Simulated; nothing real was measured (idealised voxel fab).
You're looking at the process module voxel fin reveal.
We display cut, a cross-section 230 nm in width whose square cells are each 5 nm.
How to read a cross-section here: the picture is a grid of square cells, written as bands going from the top down, and any band can span one or more rows of cells.
Heads up on the band format: heights come first, top then bottom, in nm. After that it's the materials left to right, each with its width in nm. A single material flagged "full width" fills the whole band edge to edge, and "blank" means there's empty space there.
We count height from 0. Below that, the starting wafer is all one material. The lowest band never ends at the bottom but goes on down; see "0..down" for how that is written.
You'd read "30->40" like this: the band's top row of cells is as wide as the first number, its bottom row is as wide as the second, and going down, every row changes width by the same amount as the row before did.
Take "no change occurred" at face value: in the step it is given for, the cross-section changed in none of its cells.
"Sealed void listing" means: voids of 8 cells or more that are shut off from the top with no open way through. Written width x height at distance, distance from the left edge, in nm.
Anything after a step's settings on that line? It's the simulator's own note about the step.
overlay nm: on a step with a mask, how far right of its planned place the mask lay; negative means left.
# The steps planned for the process are as follows
| 1 | RECEIVE: material Si |
| 2 | CONFORMAL_DEP: material SiN, thk nm 10 |
| 3 | MASKED_ETCH: tone cover, mask id FINS, width nm 15, pitch nm 45, etch materials SiN, depth nm 10, overlay nm 0 |
| 4 | MASKED_ETCH: tone cover, mask id FINS, width nm 15, pitch nm 45, etch materials Si, depth nm 35, overlay nm 0 |
| 5 | OXIDIZE: depth nm 5 |
| 6 | FILL_DEP: material SiO2, thk nm 15 |
| 7 | CMP: height nm 10 |
| 8 | SELECTIVE_ETCH: etch materials SiO2, depth nm 25 |
| 9 | STRIP: etch materials SiN |
| 10 | CONFORMAL_DEP: material SiO2, thk nm 5 |
# What follows covers the first of two wafers; it ran as planned
# Cross-section of the wafer upon arrival, representing the state reached after step 1
  0..down  Si full width
  Sealed void listing: none
# Cross-section through the wafer, step 2 finished
  10..0  SiN full width
  Nothing below the height 0 has changed.
# Cross-section through the wafer, step 3 finished
  10..0  85 of blank, then 15 of SiN, then 30 of blank, then 15 of SiN, then 85 of blank
  Nothing below the height 0 has changed.
# Cross-section through the wafer, step 4 finished
  10..0  85 of blank, then 15 of SiN, then 30 of blank, then 15 of SiN, then 85 of blank
  0..-35  85 of blank, then 15 of Si, then 30 of blank, then 15 of Si, then 85 of blank
  Nothing below the height -35 has changed.
# Cross-section through the wafer, step 5 finished
  10..0  85 of blank, then 15 of SiN, then 30 of blank, then 15 of SiN, then 85 of blank
  0..-35  85 of blank, then 5 of SiO2, then 5 of Si, then 5 of SiO2, then 30 of blank, then 5 of SiO2, then 5 of Si, then 5 of SiO2, then 85 of blank
  -35..-40  90 of SiO2, then 5 of Si, then 40 of SiO2, then 5 of Si, then 90 of SiO2
  Nothing below the height -40 has changed.
# Cross-section through the wafer, step 6 finished
  25..10  SiO2 full width
  10..0  85 of SiO2, then 15 of SiN, then 30 of SiO2, then 15 of SiN, then 85 of SiO2
  0..-40  90 of SiO2, then 5 of Si, then 40 of SiO2, then 5 of Si, then 90 of SiO2
  Nothing below the height -40 has changed.
# Cross-section through the wafer, step 7 finished
  10..0  85 of SiO2, then 15 of SiN, then 30 of SiO2, then 15 of SiN, then 85 of SiO2
  Nothing below the height 0 has changed.
# Cross-section through the wafer, step 8 finished
  10..0  85 of blank, then 15 of SiN, then 30 of blank, then 15 of SiN, then 85 of blank
  0..-15  90 of blank, then 5 of Si, then 40 of blank, then 5 of Si, then 90 of blank
  Nothing below the height -15 has changed.
# Cross-section through the wafer, step 9 finished
  0..-15  90 of blank, then 5 of Si, then 40 of blank, then 5 of Si, then 90 of blank
  Nothing below the height -15 has changed.
# Cross-section through the wafer, step 10 finished
  5..0  85 of blank, then 15 of SiO2, then 30 of blank, then 15 of SiO2, then 85 of blank
  0..-10  85 of blank, then 5 of SiO2, then 5 of Si, then 5 of SiO2, then 30 of blank, then 5 of SiO2, then 5 of Si, then 5 of SiO2, then 85 of blank
  -10..-40  90 of SiO2, then 5 of Si, then 40 of SiO2, then 5 of Si, then 90 of SiO2
  Nothing below the height -40 has changed.
# For the second wafer, take the first wafer's start and plan, then add one mistake made in running it; everything through step 7, that step included, is shared with the first
# X-section, second wafer, when step 8 was due to finish
  10..0  85 of blank, then 15 of SiN, then 30 of blank, then 15 of SiN, then 85 of blank
  0..-40  90 of blank, then 5 of Si, then 40 of blank, then 5 of Si, then 90 of blank
  Nothing below the height -40 has changed.
# X-section, second wafer, when step 9 was due to finish
  0..-40  90 of blank, then 5 of Si, then 40 of blank, then 5 of Si, then 90 of blank
  Nothing below the height -40 has changed.
# X-section, second wafer, when step 10 was due to finish
  5..0  85 of blank, then 15 of SiO2, then 30 of blank, then 15 of SiO2, then 85 of blank
  0..-35  85 of blank, then 5 of SiO2, then 5 of Si, then 5 of SiO2, then 30 of blank, then 5 of SiO2, then 5 of Si, then 5 of SiO2, then 85 of blank
  -35..-40  90 of SiO2, then 5 of Si, then 40 of SiO2, then 5 of Si, then 90 of SiO2
  Nothing below the height -40 has changed.
what went wrong: twice, step 8 of the plan was run
Wrapping up, a cell-based count of both wafers puts the second over or under the first for these materials: -200 SiO2
